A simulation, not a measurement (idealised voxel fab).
process module | voxel capacitor over wiring
cross-section cut | 165 nm wide | cells 5 nm
A cross-section is a grid of square cells, given in bands from the top down. A band is one or more rows of cells.
Each band's line starts with the height of the band's top and of its bottom, in nm. Then come its materials from left to right, each with its width in nm. One material with "throughout" fills the band from edge to edge. "air" is empty space.
Height 0 is the level under which the wafer as received is all one material. The lowest band goes on downwards, as in "0 down".
A width such as "30 to 40" changes by the same amount from each row of cells to the next, from the band's top row to its bottom row.
"no change" after a step means that no cell of the cross-section changed.
closed voids: empty space of 8 cells or more with no open way to the top, each as width x height at its distance from the left edge, in nm
after a step's settings: what the simulator itself notes on the step
overlay nm, on a step with a mask: how far to the right of its planned place the mask lay; to the left if negative
plan
1 op RECEIVE | material Si
2 op CONFORMAL_DEP | material SiO2 | thk nm 15
3 op DIRECTIONAL_DEP | material TiN | thk nm 5
4 op DIRECTIONAL_DEP | material W | thk nm 15
5 op DIRECTIONAL_DEP | material aC | thk nm 10
6 op PATTERN | tone cover | mask id METAL_1 | material resist | width nm 30 | pitch nm 80 | thk nm 25 | overlay nm 0
7 op DIRECTIONAL_ETCH | etch materials aC | depth nm 10
8 op STRIP | etch materials resist
9 op DIRECTIONAL_ETCH | etch materials W | depth nm 15
10 op DIRECTIONAL_ETCH | etch materials TiN | depth nm 5
11 op STRIP | etch materials aC
12 op CONFORMAL_DEP | material SiCN | thk nm 5
13 op FILL_DEP | material lowk | thk nm 5
14 op CMP | height nm 35
15 op CONFORMAL_DEP | material SiCN | thk nm 5
16 op DIRECTIONAL_DEP | material SiO2 | thk nm 15
17 op MASKED_ETCH | tone open | mask id PLUG_1 | width nm 15 | etch materials SiO2 | depth nm 15 | overlay nm 0
18 op MASKED_ETCH | tone open | mask id PLUG_1 | width nm 15 | etch materials SiCN | depth nm 5 | overlay nm 0
19 op EPI | material Ru | thk nm 10
20 op EPI | material Ru | thk nm 10
21 op DIRECTIONAL_DEP | material TiN | thk nm 10
22 op DIRECTIONAL_DEP | material SiN | thk nm 5
23 op DIRECTIONAL_DEP | material TiN | thk nm 5
24 op PATTERN | tone cover | mask id UPPER_PLATE | material resist | width nm 55 | thk nm 15 | overlay nm 0
25 op DIRECTIONAL_ETCH | etch materials TiN | depth nm 5
26 op DIRECTIONAL_ETCH | etch materials SiN | depth nm 5
27 op STRIP | etch materials resist
28 op MASKED_ETCH | tone cover | mask id LOWER_PLATE | width nm 65 | etch materials TiN | depth nm 10 | overlay nm 0
29 op FILL_DEP | material SiO2 | thk nm 15
30 op CMP | height nm 85
31 op MASKED_ETCH | tone open | mask id PLUG_2 | width nm 15 | etch materials SiO2 | depth nm 10 | overlay nm 0
32 op CONFORMAL_DEP | material TiN | thk nm 5
33 op FILL_DEP | material Cu | thk nm 5
34 op CMP | height nm 85
35 op CONFORMAL_DEP | material SiN | thk nm 5
as received, after step 1
  0 down: Si throughout
  closed voids: none
first wafer at the end, as planned
  90 to 85: SiN throughout
  85 to 80: SiO2 50 | TiN 5 | Cu 5 | TiN 5 | SiO2 100
  80 to 70: SiO2 50 to 40 | TiN 15 to 55 | SiO2 100 to 70
  70 to 65: SiO2 40 | SiN 55 | SiO2 70
  65 to 55: SiO2 35 | TiN 65 | SiO2 65
  55 to 40: SiO2 40 | Ru 15 | SiO2 110
  40 to 35: SiCN 40 | Ru 15 | SiCN 110
  35 to 20: lowk 20 | SiCN 5 | W 30 | SiCN 5 | lowk 40 | SiCN 5 | W 30 | SiCN 5 | lowk 25
  20 to 15: SiCN 25 | TiN 30 | SiCN 50 | TiN 30 | SiCN 30
  15 to 0: SiO2 throughout
  0 down: Si throughout
  closed voids: none
second wafer at the end: like start, like plan, one mistake
  90 to 85: SiN throughout
  85 to 80: SiO2 50 | TiN 5 | Cu 5 | TiN 5 | SiO2 100
  80 to 70: SiO2 50 to 55 | TiN 15 to 40 | SiO2 100 to 70
  70 to 65: SiO2 40 | TiN 15 | SiN 40 | SiO2 70
  65 to 60: SiO2 35 | TiN 5 | SiN 15 | TiN 45 | SiO2 65
  60 to 55: SiO2 35 | TiN 65 | SiO2 65
  55 to 50: SiCN 40 | TiN 15 | SiCN 110
  50 to 35: SiO2 throughout
  35 to 20: lowk 20 | SiCN 5 | W 30 | SiCN 5 | lowk 40 | SiCN 5 | W 30 | SiCN 5 | lowk 25
  20 to 15: SiCN 25 | TiN 30 | SiCN 50 | TiN 30 | SiCN 30
  15 to 0: SiO2 throughout
  0 down: Si throughout
  closed voids: none
what went wrong: steps 15 and 16 were swapped
at the end the second wafer has, in cells: 12 fewer of Ru | 12 more of SiO2
